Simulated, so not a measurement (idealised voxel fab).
process module | voxel ribs on slabs
cross-section cut | 270 nm wide | cells 5 nm
A cross-section is a grid of square cells, given in bands from the top down. A band is one or more rows of cells.
Each band's line starts with the height of the band's top and of its bottom, in nm. Then come its materials from left to right, each with its width in nm. One material with "throughout" fills the band from edge to edge. "air" is empty space.
Height 0 is the level under which the wafer as received is all one material. The lowest band goes on downwards, as in "0 down".
A width such as "30 to 40" changes by the same amount from each row of cells to the next, from the band's top row to its bottom row.
"no change" after a step means that no cell of the cross-section changed.
closed voids: empty space of 8 cells or more with no open way to the top, each as width x height at its distance from the left edge, in nm
after a step's settings: what the simulator itself notes on the step
overlay nm, on a step with a mask: how far to the right of its planned place the mask lay; to the left if negative
plan
1 op RECEIVE | material Si
2 op DIRECTIONAL_DEP | material SiO2 | thk nm 20
3 op DIRECTIONAL_DEP | material SiN | thk nm 15
4 op MASKED_ETCH | tone cover | mask id RIB | width nm 15 | etch materials SiN | depth nm 5 | overlay nm 0
5 op DIRECTIONAL_DEP | material aC | thk nm 10
6 op PATTERN | tone cover | mask id SLAB | material resist | width nm 65 | thk nm 30 | overlay nm 0
7 op DIRECTIONAL_ETCH | etch materials aC | depth nm 10
8 op STRIP | etch materials resist
9 op DIRECTIONAL_ETCH | etch materials SiN | depth nm 10
10 op STRIP | etch materials aC
11 op FILL_DEP | material SiO2 | thk nm 20
12 op CMP | height nm 50
13 op DIRECTIONAL_DEP | material W | thk nm 5
14 op PATTERN | tone cover | mask id HEATER | material resist | width nm 25 | thk nm 20 | overlay nm 0
15 op DIRECTIONAL_ETCH | etch materials W | depth nm 5
16 op STRIP | etch materials resist
17 op CONFORMAL_DEP | material SiO2 | thk nm 10
first wafer, as planned
as received, after step 1
  0 down: Si throughout
  closed voids: none
after step 2
  20 to 0: SiO2 throughout
  below 0: unchanged
after step 3
  35 to 20: SiN throughout
  below 20: unchanged
after step 4
  35 to 30: air 125 | SiN 15 | air 130
  below 30: unchanged
after step 5
  45 to 40: air 125 | aC 15 | air 130
  40 to 35: aC throughout
  35 to 30: aC 125 | SiN 15 | aC 130
  below 30: unchanged
after step 6
  75 to 45: air 100 | resist 65 | air 105
  45 to 40: air 100 | resist 25 | aC 15 | resist 25 | air 105
  below 40: unchanged
after step 7
  65 to 45: air 100 | resist 65 | air 105
  45 to 40: air 100 | resist 25 | aC 15 | resist 25 | air 105
  40 to 35: air 100 | aC 65 | air 105
  35 to 30: air 100 | aC 25 | SiN 15 | aC 25 | air 105
  below 30: unchanged
after step 8
  45 to 35: air 125 to 100 | aC 15 to 65 | air 130 to 105
  below 35: unchanged
after step 9
  45 to 35: air 125 to 100 | aC 15 to 65 | air 130 to 105
  35 to 30: air 100 | aC 25 | SiN 15 | aC 25 | air 105
  30 to 20: air 100 | SiN 65 | air 105
  below 20: unchanged
after step 10
  35 to 30: air 125 | SiN 15 | air 130
  below 30: unchanged
after step 11
  55 to 35: SiO2 throughout
  35 to 30: SiO2 125 | SiN 15 | SiO2 130
  30 to 20: SiO2 100 | SiN 65 | SiO2 105
  below 20: unchanged
after step 12
  50 to 35: SiO2 throughout
  below 35: unchanged
after step 13
  55 to 50: W throughout
  below 50: unchanged
after step 14
  75 to 55: air 120 | resist 25 | air 125
  below 55: unchanged
after step 15
  75 to 55: air 120 | resist 25 | air 125
  55 to 50: air 120 | W 25 | air 125
  below 50: unchanged
after step 16
  55 to 50: air 120 | W 25 | air 125
  below 50: unchanged
after step 17
  65 to 60: air 110 | SiO2 45 | air 115
  60 to 55: SiO2 throughout
  55 to 50: SiO2 120 | W 25 | SiO2 125
  below 50: unchanged
second wafer: like start, like plan, one mistake. Through step 3 it matches the first wafer
when step 4 should have ended
  35 to 30: SiN 125 | air 15 | SiN 130
  below 30: unchanged
when step 5 should have ended
  45 to 40: aC 125 | air 15 | aC 130
  40 to 35: aC throughout
  35 to 30: SiN 125 | aC 15 | SiN 130
  below 30: unchanged
when step 6 should have ended
  75 to 45: air 100 | resist 65 | air 105
  45 to 40: aC 125 | resist 15 | aC 130
  below 40: unchanged
when step 7 should have ended
  65 to 45: air 100 | resist 65 | air 105
  45 to 40: air 100 | aC 25 | resist 15 | aC 25 | air 105
  40 to 35: air 100 | aC 65 | air 105
  below 35: unchanged
when step 8 should have ended
  45 to 40: air 100 | aC 25 | air 15 | aC 25 | air 105
  below 40: unchanged
when step 9 should have ended
  45 to 40: air 100 | aC 25 | air 15 | aC 25 | air 105
  40 to 35: air 100 | aC 65 | air 105
  35 to 30: air 100 | SiN 25 | aC 15 | SiN 25 | air 105
  30 to 25: air 100 | SiN 65 | air 105
  below 25: unchanged
when step 10 should have ended
  35 to 30: air 100 | SiN 25 | air 15 | SiN 25 | air 105
  below 30: unchanged
when step 11 should have ended
  55 to 35: SiO2 throughout
  35 to 30: SiO2 100 | SiN 25 | SiO2 15 | SiN 25 | SiO2 105
  30 to 25: SiO2 100 | SiN 65 | SiO2 105
  below 25: unchanged
when step 12 should have ended
  50 to 35: SiO2 throughout
  below 35: unchanged
when step 13 should have ended
  55 to 50: W throughout
  below 50: unchanged
when step 14 should have ended
  75 to 55: air 120 | resist 25 | air 125
  below 55: unchanged
when step 15 should have ended
  75 to 55: air 120 | resist 25 | air 125
  55 to 50: air 120 | W 25 | air 125
  below 50: unchanged
when step 16 should have ended
  55 to 50: air 120 | W 25 | air 125
  below 50: unchanged
when step 17 should have ended
  65 to 60: air 110 | SiO2 45 | air 115
  60 to 55: SiO2 throughout
  55 to 50: SiO2 120 | W 25 | SiO2 125
  below 50: unchanged
what went wrong: step 4 ran as: op MASKED_ETCH | tone open | mask id RIB | width nm 15 | etch materials SiN | depth nm 5 | overlay nm 0
at the end the second wafer has, in cells: 48 more of SiN | 48 fewer of SiO2
